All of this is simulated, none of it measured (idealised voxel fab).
Proc. module: voxel transistor to metal
Cross-section cut: width 145 nm, square cells of 5 nm.
Cross-section, as written here: a square-cell grid given band by band from the top down, where a band holds one or more rows of cells.
Band entry format. Leading values: height of top, height of bottom, nm. Remainder: materials in left-to-right order, each with its width in nm. Special words: "full width" on a single material, which then fills the band edge to edge; "air", empty space.
Convention: height 0 is the level below which the wafer, as received, is all one material. The lowest band does not terminate at the bottom but continues downward, represented as "0 nm and below".
With a width like "30->40", each row of cells in the band differs from the next by the same amount, the top row carrying the first number and the bottom row the second.
No cell of the cross-section changed in a step that is given as "no alterations made".
"Internal closed voids" enumerates empty spaces isolated from the top, with no open way to it, that contain at least 8 cells, giving each as width x height at distance from the left edge, all three in nm.
Formally, on a step line, whatever follows the settings is a remark that the simulator itself makes on the step.
"overlay nm" answers the question of how far to the right of plan the mask lay on a step that has a mask, and when it is negative the answer is to the left.

**The following list gives the planned process steps**
| 1 | RECEIVE | material Si |
| 2 | CONFORMAL_DEP | material SiO2 | thk nm 5 |
| 3 | CONFORMAL_DEP | material SiN | thk nm 15 |
| 4 | DIRECTIONAL_DEP | material aC | thk nm 10 |
| 5 | PATTERN | tone cover | mask id ACTIVE | material resist | width nm 100 | thk nm 25 | overlay nm 0 |
| 6 | DIRECTIONAL_ETCH | etch materials aC | depth nm 10 |
| 7 | STRIP | etch materials resist |
| 8 | DIRECTIONAL_ETCH | etch materials SiN | depth nm 15 |
| 9 | DIRECTIONAL_ETCH | etch materials SiO2 | depth nm 5 |
| 10 | DIRECTIONAL_ETCH | etch materials Si | depth nm 20 |
| 11 | STRIP | etch materials aC |
| 12 | FILL_DEP | material SiO2 | thk nm 15 |
| 13 | CMP | height nm 20 |
| 14 | SELECTIVE_ETCH | etch materials SiO2 | depth nm 5 |
| 15 | STRIP | etch materials SiN |
| 16 | SELECTIVE_ETCH | etch materials SiO2 | depth nm 5 |
| 17 | OXIDIZE | depth nm 5 |
| 18 | DIRECTIONAL_DEP | material polySi | thk nm 25 |
| 19 | DIRECTIONAL_DEP | material SiCN | thk nm 10 |
| 20 | MASKED_ETCH | tone cover | mask id GATE | width nm 20 | etch materials SiCN | depth nm 20 | overlay nm 0 |
| 21 | MASKED_ETCH | tone cover | mask id GATE | width nm 20 | etch materials polySi | depth nm 35 | overlay nm 0 |
| 22 | CONFORMAL_DEP | material SiO2 | thk nm 5 |
| 23 | DIRECTIONAL_ETCH | etch materials SiO2 | depth nm 5 |
| 24 | CONFORMAL_DEP | material SiN | thk nm 10 |
| 25 | DIRECTIONAL_ETCH | etch materials SiN | depth nm 10 |
| 26 | DIRECTIONAL_ETCH | etch materials SiO2 | depth nm 5 |
| 27 | DIRECTIONAL_ETCH | etch materials Si | depth nm 5 |
| 28 | EPI | material pSi | thk nm 10 |
| 29 | FILL_DEP | material SiO2 | thk nm 10 |
| 30 | CMP | height nm 35 |
| 31 | DIRECTIONAL_DEP | material SiO2 | thk nm 15 |
| 32 | MASKED_ETCH | tone open | mask id CONTACT | width nm 20 | pitch nm 70 | etch materials SiO2 | depth nm 50 | overlay nm 0 |
| 33 | CONFORMAL_DEP | material TiN | thk nm 5 |
| 34 | FILL_DEP | material W | thk nm 10 |
| 35 | CMP | height nm 50 |
| 36 | CONFORMAL_DEP | material SiN | thk nm 5 |
| 37 | DIRECTIONAL_DEP | material lowk | thk nm 15 |
| 38 | MASKED_ETCH | tone open | mask id METAL_1 | width nm 20 | pitch nm 70 | etch materials lowk | depth nm 15 | overlay nm 0 |
| 39 | MASKED_ETCH | tone open | mask id METAL_1 | width nm 20 | pitch nm 70 | etch materials SiN | depth nm 5 | overlay nm 0 |
| 40 | CONFORMAL_DEP | material TiN | thk nm 5 |
| 41 | FILL_DEP | material Cu | thk nm 10 |
| 42 | CMP | height nm 70 |
| 43 | CONFORMAL_DEP | material SiCN | thk nm 5 |
| 44 | DIRECTIONAL_DEP | material lowk | thk nm 30 |
| 45 | DIRECTIONAL_DEP | material aC | thk nm 10 |
| 46 | PATTERN | tone open | mask id METAL_2 | material resist | width nm 20 | pitch nm 70 | thk nm 30 | overlay nm 0 |
| 47 | DIRECTIONAL_ETCH | etch materials aC | depth nm 10 |
| 48 | STRIP | etch materials resist |
| 49 | DIRECTIONAL_ETCH | etch materials lowk | depth nm 15 |
| 50 | STRIP | etch materials aC |
| 51 | DIRECTIONAL_DEP | material aC | thk nm 10 |
| 52 | PATTERN | tone open | mask id METAL_2_HOLES | material resist | width nm 15 | pitch nm 70 | thk nm 30 | overlay nm 0 |
| 53 | DIRECTIONAL_ETCH | etch materials aC | depth nm 10 |
| 54 | STRIP | etch materials resist |
| 55 | DIRECTIONAL_ETCH | etch materials lowk | depth nm 15 |
| 56 | DIRECTIONAL_ETCH | etch materials SiCN | depth nm 5 |
| 57 | STRIP | etch materials aC |
| 58 | CONFORMAL_DEP | material TiN | thk nm 5 |
| 59 | FILL_DEP | material Ru | thk nm 10 |
| 60 | CMP | height nm 105 |
| 61 | CONFORMAL_DEP | material SiCN | thk nm 5 |
Heads up: all these wafers start the same, and what changes between them is the depth nm in step 14. The value you see in the plan is just what the first wafer got.

**The first of several wafers in cross-section, exactly as it reached us after step 1**
    0 nm and below | Si full width
    Internal closed voids: none

**Wafer cross-section (first of several) - module end, post step 61 (last step)**
    110 nm to 105 nm | SiCN full width
    105 nm to 95 nm | lowk (25), TiN (5), Ru (10), TiN (5), lowk (50), TiN (5), Ru (10), TiN (5), lowk (30)
    95 nm to 90 nm | lowk (25), TiN (5), Ru (5), TiN (10), lowk (50), TiN (5), Ru (5), TiN (10), lowk (30)
    90 nm to 75 nm | lowk (25), TiN (5), Ru (5), TiN (5), lowk (55), TiN (5), Ru (5), TiN (5), lowk (35)
    75 nm to 70 nm | SiCN (25), TiN (15), SiCN (55), TiN (15), SiCN (35)
    70 nm to 55 nm | lowk (25), TiN (5), Cu (10), TiN (5), lowk (50), TiN (5), Cu (10), TiN (5), lowk (30)
    55 nm to 50 nm | SiN (25), TiN (20), SiN (50), TiN (20), SiN (30)
    50 nm to 35 nm | SiO2 (25), TiN (5), W (10), TiN (5), SiO2 (50), TiN (5), W (10), TiN (5), SiO2 (30)
    35 nm to 25 nm | SiO2 (25), TiN (5), W (10), TiN (5), SiN (10), SiO2 (5), SiCN (20), SiO2 (5), SiN (10), TiN (5), W (10), TiN (5), SiO2 (30)
    25 nm to 15 nm | SiO2 (25), TiN (5), W (10), TiN (5), SiN (10), SiO2 (5), polySi (20), SiO2 (5), SiN (10), TiN (5), W (10), TiN (5), SiO2 (30)
    15 nm to 10 nm | SiO2 (25), TiN (10), W (5), TiN (5), SiN (10), SiO2 (5), polySi (20), SiO2 (5), SiN (10), TiN (5), W (5), TiN (10), SiO2 (30)
    10 nm to 5 nm | SiO2 (20), SiN (10), TiN (15), SiN (10), SiO2 (5), polySi (20), SiO2 (5), SiN (10), TiN (15), SiN (10), SiO2 (25)
    5 nm to 0 nm | SiO2 (20), SiN (10), pSi (15), SiN (10), SiO2 (5), polySi (20), SiO2 (5), SiN (10), pSi (15), SiN (10), SiO2 (25)
    0 nm to -5 nm | SiO2 (30), pSi (15), SiO2 (50), pSi (15), SiO2 (35)
    -5 nm to -10 nm | SiO2 (20), Si (10), pSi (15), Si (50), pSi (15), Si (10), SiO2 (25)
    -10 nm to -20 nm | SiO2 (20), Si (100), SiO2 (25)
    -20 nm and below | Si full width
    Internal closed voids: none

**Last wafer, end of module, cross-section**
    110 nm to 105 nm | SiCN full width
    105 nm to 95 nm | lowk (25), TiN (5), Ru (10), TiN (5), lowk (50), TiN (5), Ru (10), TiN (5), lowk (30)
    95 nm to 90 nm | lowk (25), TiN (5), Ru (5), TiN (10), lowk (50), TiN (5), Ru (5), TiN (10), lowk (30)
    90 nm to 75 nm | lowk (25), TiN (5), Ru (5), TiN (5), lowk (55), TiN (5), Ru (5), TiN (5), lowk (35)
    75 nm to 70 nm | SiCN (25), TiN (15), SiCN (55), TiN (15), SiCN (35)
    70 nm to 55 nm | lowk (25), TiN (5), Cu (10), TiN (5), lowk (50), TiN (5), Cu (10), TiN (5), lowk (30)
    55 nm to 50 nm | SiN (25), TiN (20), SiN (50), TiN (20), SiN (30)
    50 nm to 35 nm | SiO2 (25), TiN (5), W (10), TiN (5), SiO2 (50), TiN (5), W (10), TiN (5), SiO2 (30)
    35 nm to 25 nm | SiO2 (25), TiN (5), W (10), TiN (5), SiN (10), SiO2 (5), SiCN (20), SiO2 (5), SiN (10), TiN (5), W (10), TiN (5), SiO2 (30)
    25 nm to 10 nm | SiO2 (25), TiN (5), W (10), TiN (5), SiN (10), SiO2 (5), polySi (20), SiO2 (5), SiN (10), TiN (5), W (10), TiN (5), SiO2 (30)
    10 nm to 5 nm | SiO2 (25), TiN (20), SiN (10), SiO2 (5), polySi (20), SiO2 (5), SiN (10), TiN (20), SiO2 (30)
    5 nm to 0 nm | SiO2 (25), TiN (10), pSi (10), SiN (10), SiO2 (5), polySi (20), SiO2 (5), SiN (10), pSi (10), TiN (10), SiO2 (30)
    0 nm to -5 nm | SiO2 (5), SiN (10), SiO2 (5), pSi (25), SiO2 (50), pSi (25), SiO2 (5), SiN (10), SiO2 (10)
    -5 nm to -10 nm | SiO2 (5), SiN (10), SiO2 (10), pSi (20), Si (50), pSi (20), SiO2 (10), SiN (10), SiO2 (10)
    -10 nm to -15 nm | pSi (5), SiN (10), SiO2 (10), Si (90), SiO2 (10), SiN (10), pSi (10)
    -15 nm to -20 nm | pSi (5), SiO2 (20), Si (90), SiO2 (20), pSi (10)
    -20 nm to -25 nm | pSi (5), Si (130), pSi (10)
    -25 nm and below | Si full width
    Internal closed voids: none

**Tabulated below, wafer by wafer, are the end-of-module results: for each material, the number of cells gained (+) or lost (-) relative to the as-received state, followed by the closed voids**
depth nm 5 | +12 Cu | +16 Ru | -62 Si | +60 SiCN | +57 SiN | +200 SiO2 | +92 TiN | +30 W | +195 lowk | +18 pSi | +20 polySi | Internal closed voids: none
depth nm 10 | +12 Cu | +16 Ru | -62 Si | +60 SiCN | +53 SiN | +202 SiO2 | +92 TiN | +32 W | +195 lowk | +18 pSi | +20 polySi | Internal closed voids: none
depth nm 15 | +12 Cu | +16 Ru | -66 Si | +60 SiCN | +49 SiN | +198 SiO2 | +96 TiN | +32 W | +195 lowk | +26 pSi | +20 polySi | Internal closed voids: none
depth nm 20 | +12 Cu | +16 Ru | -66 Si | +60 SiCN | +53 SiN | +198 SiO2 | +96 TiN | +32 W | +195 lowk | +22 pSi | +20 polySi | Internal closed voids: none
depth nm 25 | +12 Cu | +16 Ru | -68 Si | +60 SiCN | +57 SiN | +196 SiO2 | +96 TiN | +32 W | +195 lowk | +22 pSi | +20 polySi | Internal closed voids: none
depth nm 30 | +12 Cu | +16 Ru | -73 Si | +60 SiCN | +61 SiN | +188 SiO2 | +96 TiN | +32 W | +195 lowk | +31 pSi | +20 polySi | Internal closed voids: none
